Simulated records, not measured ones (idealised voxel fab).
Name of the process module below: voxel gate over fins
For reference, the cross-section in this document is cut, with width 295 nm and square cells of 5 nm.
Reading order for cross-sections: top band down to bottom band. Underlying form: a grid of square cells. Band size: one or more rows of cells.
It is stipulated that each band's entry specify, in nanometres, the height of the top of the band and then that of its bottom, followed by the materials of the band in left-to-right sequence, each together with its width in nanometres. A single material marked by the word "everywhere" is understood to fill the band from edge to edge; the word "blank" is understood to denote empty space.
Heights from 0 (as-received wafer is one material below). Bottom band endless downward, as "z 0 and below".
So if you see something like "30 to 40" for the width, read it as the top row of the band sitting at the first number and the bottom row at the second, with every row in between moving by the same amount as the last.
"no modifications" after a step means that no cell of the cross-section changed.
"Cavities, closed" enumerates empty spaces isolated from the top, with no open way to it, that contain at least 8 cells, giving each as width x height at distance from the left edge, all three in nm.
Post-settings text on a step line: simulator's own remark regarding the step.
If you see "overlay nm" on a step's line and that step has a mask, it's telling you how far right of where it was planned the mask ended up; a negative number means it went left instead.

### Below is the list of planned process steps
| 1 | RECEIVE: material Si |
| 2 | CONFORMAL_DEP: material SiN, thk nm 5 |
| 3 | PATTERN: tone cover, mask id FINS, material resist, width nm 15, pitch nm 35, thk nm 15, overlay nm 0 |
| 4 | DIRECTIONAL_ETCH: etch materials SiN, depth nm 5 |
| 5 | DIRECTIONAL_ETCH: etch materials Si, depth nm 40 |
| 6 | STRIP: etch materials resist |
| 7 | FILL_DEP: material SiO2, thk nm 5 |
| 8 | CMP: height nm 5 |
| 9 | SELECTIVE_ETCH: etch materials SiO2, depth nm 20 |
| 10 | STRIP: etch materials SiN |
| 11 | CONFORMAL_DEP: material HfO2, thk nm 5 |
| 12 | CONFORMAL_DEP: material TiN, thk nm 5 |
| 13 | CONFORMAL_DEP: material TiAl, thk nm 5 |
| 14 | CONFORMAL_DEP: material TiN, thk nm 5 |
| 15 | FILL_DEP: material W, thk nm 15 |
| 16 | CMP: height nm 30 |
| 17 | CONFORMAL_DEP: material SiCN, thk nm 10 |

### Wafer at receipt (post step 1), cross-section
  z 0 and below: Si everywhere
  Cavities, closed: none

### Cross-section, first of two wafers, end of module, run as planned
  z 40 to 30: SiCN everywhere
  z 30 to 20: W everywhere
  z 20 to 15: 65 of W, 160 of TiN, 70 of W
  z 15 to 10: 65 of W, 5 of TiN, 150 of TiAl, 5 of TiN, 70 of W
  z 10 to 5: 65 of W, 5 of TiN, 5 of TiAl, 140 of TiN, 5 of TiAl, 5 of TiN, 70 of W
  z 5 to 0: 70 of TiN, 5 of TiAl, 5 of TiN, 25 of HfO2, 10 of TiN, 25 of HfO2, 10 of TiN, 25 of HfO2, 10 of TiN, 25 of HfO2, 5 of TiN, 5 of TiAl, 75 of TiN
  z 0 to -5: 75 of TiAl, 5 of TiN, 5 of HfO2, 15 of Si, 5 of HfO2, 10 of TiN, 5 of HfO2, 15 of Si, 5 of HfO2, 10 of TiN, 5 of HfO2, 15 of Si, 5 of HfO2, 10 of TiN, 5 of HfO2, 15 of Si, 5 of HfO2, 5 of TiN, 80 of TiAl
  z -5 to -10: 80 of TiN, 5 of HfO2, 15 of Si, 5 of HfO2, 10 of TiN, 5 of HfO2, 15 of Si, 5 of HfO2, 10 of TiN, 5 of HfO2, 15 of Si, 5 of HfO2, 10 of TiN, 5 of HfO2, 15 of Si, 5 of HfO2, 85 of TiN
  z -10 to -15: 85 of HfO2, 15 of Si, 20 of HfO2, 15 of Si, 20 of HfO2, 15 of Si, 20 of HfO2, 15 of Si, 90 of HfO2
  z -15 to -40: 85 of SiO2, 15 of Si, 20 of SiO2, 15 of Si, 20 of SiO2, 15 of Si, 20 of SiO2, 15 of Si, 90 of SiO2
  z -40 and below: Si everywhere
  Cavities, closed: none

### Wafer two, sectioned after the module: the first wafer's start, the first wafer's plan, and one mistake in how it was run
  z 40 to 30: SiCN everywhere
  z 30 to 20: W everywhere
  z 20 to 15: 65 of W, 160 of TiN, 70 of W
  z 15 to 10: 65 of W, 5 of TiN, 150 of TiAl, 5 of TiN, 70 of W
  z 10 to 5: 65 of W, 5 of TiN, 5 of TiAl, 140 of TiN, 5 of TiAl, 5 of TiN, 70 of W
  z 5 to 0: 65 of W, 5 of TiN, 5 of TiAl, 5 of TiN, 25 of HfO2, 10 of TiN, 25 of HfO2, 10 of TiN, 25 of HfO2, 10 of TiN, 25 of HfO2, 5 of TiN, 5 of TiAl, 5 of TiN, 70 of W
  z 0 to -15: 65 of W, 5 of TiN, 5 of TiAl, 5 of TiN, 5 of HfO2, 15 of Si, 5 of HfO2, 10 of TiN, 5 of HfO2, 15 of Si, 5 of HfO2, 10 of TiN, 5 of HfO2, 15 of Si, 5 of HfO2, 10 of TiN, 5 of HfO2, 15 of Si, 5 of HfO2, 5 of TiN, 5 of TiAl, 5 of TiN, 70 of W
  z -15 to -20: 70 of TiN, 5 of TiAl, 5 of TiN, 5 of HfO2, 15 of Si, 5 of HfO2, 10 of TiN, 5 of HfO2, 15 of Si, 5 of HfO2, 10 of TiN, 5 of HfO2, 15 of Si, 5 of HfO2, 10 of TiN, 5 of HfO2, 15 of Si, 5 of HfO2, 5 of TiN, 5 of TiAl, 75 of TiN
  z -20 to -25: 75 of TiAl, 5 of TiN, 5 of HfO2, 15 of Si, 5 of HfO2, 10 of TiN, 5 of HfO2, 15 of Si, 5 of HfO2, 10 of TiN, 5 of HfO2, 15 of Si, 5 of HfO2, 10 of TiN, 5 of HfO2, 15 of Si, 5 of HfO2, 5 of TiN, 80 of TiAl
  z -25 to -30: 80 of TiN, 5 of HfO2, 15 of Si, 5 of HfO2, 10 of TiN, 5 of HfO2, 15 of Si, 5 of HfO2, 10 of TiN, 5 of HfO2, 15 of Si, 5 of HfO2, 10 of TiN, 5 of HfO2, 15 of Si, 5 of HfO2, 85 of TiN
  z -30 to -35: 85 of HfO2, 15 of Si, 20 of HfO2, 15 of Si, 20 of HfO2, 15 of Si, 20 of HfO2, 15 of Si, 90 of HfO2
  z -35 to -40: 85 of SiO2, 15 of Si, 20 of SiO2, 15 of Si, 20 of SiO2, 15 of Si, 20 of SiO2, 15 of Si, 90 of SiO2
  z -40 and below: Si everywhere
  Cavities, closed: none
what went wrong: step 9 of the plan was performed twice
At the finish, the second wafer shows more or fewer cells for some materials than the first does: HfO2 +32; SiO2 -188; TiAl +8; TiN +40; W +108
